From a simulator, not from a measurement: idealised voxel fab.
Proc. module: voxel ribs on slabs
Xsec cut, 160 nm wide, square cell size 5 nm.
Bands, listed from the top down, are how a cross-section gets written in this document; the cross-section itself is a grid of square cells, and a band is one or more rows of them. Within each band entry, the heights of the top and of the bottom of the band appear first, in that order and in nm; the materials of the band then follow from left to right, each with its corresponding width in nm. The designation "throughout" on a single material indicates that it fills the band from edge to edge; the designation "blank" indicates empty space. Heights are measured from 0, the level below which the as-received wafer is all one material; the lowest band has no bottom and continues downward, written as in "top 0, no bottom". Quick explanation for "30..40": the width changes in equal steps down the rows of cells, from the first number in the band's top row to the second number in its bottom row. When a step is marked "remains unaltered", none of the cells in the cross-section changed during that step. The list in "Closed void catalog" covers empty spaces of 8 cells or more that cannot reach the top through any open way, and it gives each as width x height at distance; the distance is from the left edge, and width, height and distance are in nm. That trailing text on a step's line, after the settings, is the simulator's own remark on the step. The setting "overlay nm" may be written on the line of a step. When the step uses a mask, the value reports how far to the right of the planned place the mask lay, and a negative value reports that it lay to the left.
Process steps (planned):
1: RECEIVE | material Si
2: DIRECTIONAL_DEP | material SiO2 | thk nm 30
3: DIRECTIONAL_DEP | material SiN | thk nm 25
4: PATTERN | tone cover | mask id RIB | material resist | width nm 15 | thk nm 15 | overlay nm 0
5: DIRECTIONAL_ETCH | etch materials SiN | depth nm 10
6: STRIP | etch materials resist
7: PATTERN | tone cover | mask id SLAB | material resist | width nm 55 | thk nm 20 | overlay nm 0
8: DIRECTIONAL_ETCH | etch materials SiN | depth nm 15
9: STRIP | etch materials resist
10: FILL_DEP | material SiO2 | thk nm 25
11: CMP | height nm 70
12: DIRECTIONAL_DEP | material TiN | thk nm 10
13: MASKED_ETCH | tone cover | mask id HEATER | width nm 25 | etch materials TiN | depth nm 10 | overlay nm -15
14: CONFORMAL_DEP | material SiN | thk nm 10
Variable across wafers: step 13 overlay nm (plan value is that of the first wafer; starting state common to all).
Cross-section, first of several wafers, as delivered after step 1:
    top 0, no bottom: Si throughout
    Closed void catalog: none
The figure below presents a cross-section of the first of several wafers at the conclusion of the module, following its last step, step 14:
    top 90, bottom 80: blank: 40 | SiN: 45 | blank: 75
    top 80, bottom 70: SiN: 50 | TiN: 25 | SiN: 85
    top 70, bottom 55: SiO2 throughout
    top 55, bottom 45: SiO2: 70 | SiN: 15 | SiO2: 75
    top 45, bottom 30: SiO2: 50 | SiN: 55 | SiO2: 55
    top 30, bottom 0: SiO2 throughout
    top 0, no bottom: Si throughout
    Closed void catalog: none
Cross-sectional view of the final wafer of several at the module's end:
    top 90, bottom 80: blank: 70 | SiN: 45 | blank: 45
    top 80, bottom 70: SiN: 80 | TiN: 25 | SiN: 55
    top 70, bottom 55: SiO2 throughout
    top 55, bottom 45: SiO2: 70 | SiN: 15 | SiO2: 75
    top 45, bottom 30: SiO2: 50 | SiN: 55 | SiO2: 55
    top 30, bottom 0: SiO2 throughout
    top 0, no bottom: Si throughout
    Closed void catalog: none
The rows of the table below are wafers. Looking at the end of the module, a row counts, for every material, the cells the wafer has gained, shown as (+), or lost, shown as (-), since it was received; its closed voids come next:
overlay nm -15 | +111 SiN | +409 SiO2 | +10 TiN | Closed void catalog: none
overlay nm -10 | +111 SiN | +409 SiO2 | +10 TiN | Closed void catalog: none
overlay nm -5 | +111 SiN | +409 SiO2 | +10 TiN | Closed void catalog: none
overlay nm 0 | +111 SiN | +409 SiO2 | +10 TiN | Closed void catalog: none
overlay nm 5 | +111 SiN | +409 SiO2 | +10 TiN | Closed void catalog: none
overlay nm 10 | +111 SiN | +409 SiO2 | +10 TiN | Closed void catalog: none
overlay nm 15 | +111 SiN | +409 SiO2 | +10 TiN | Closed void catalog: none
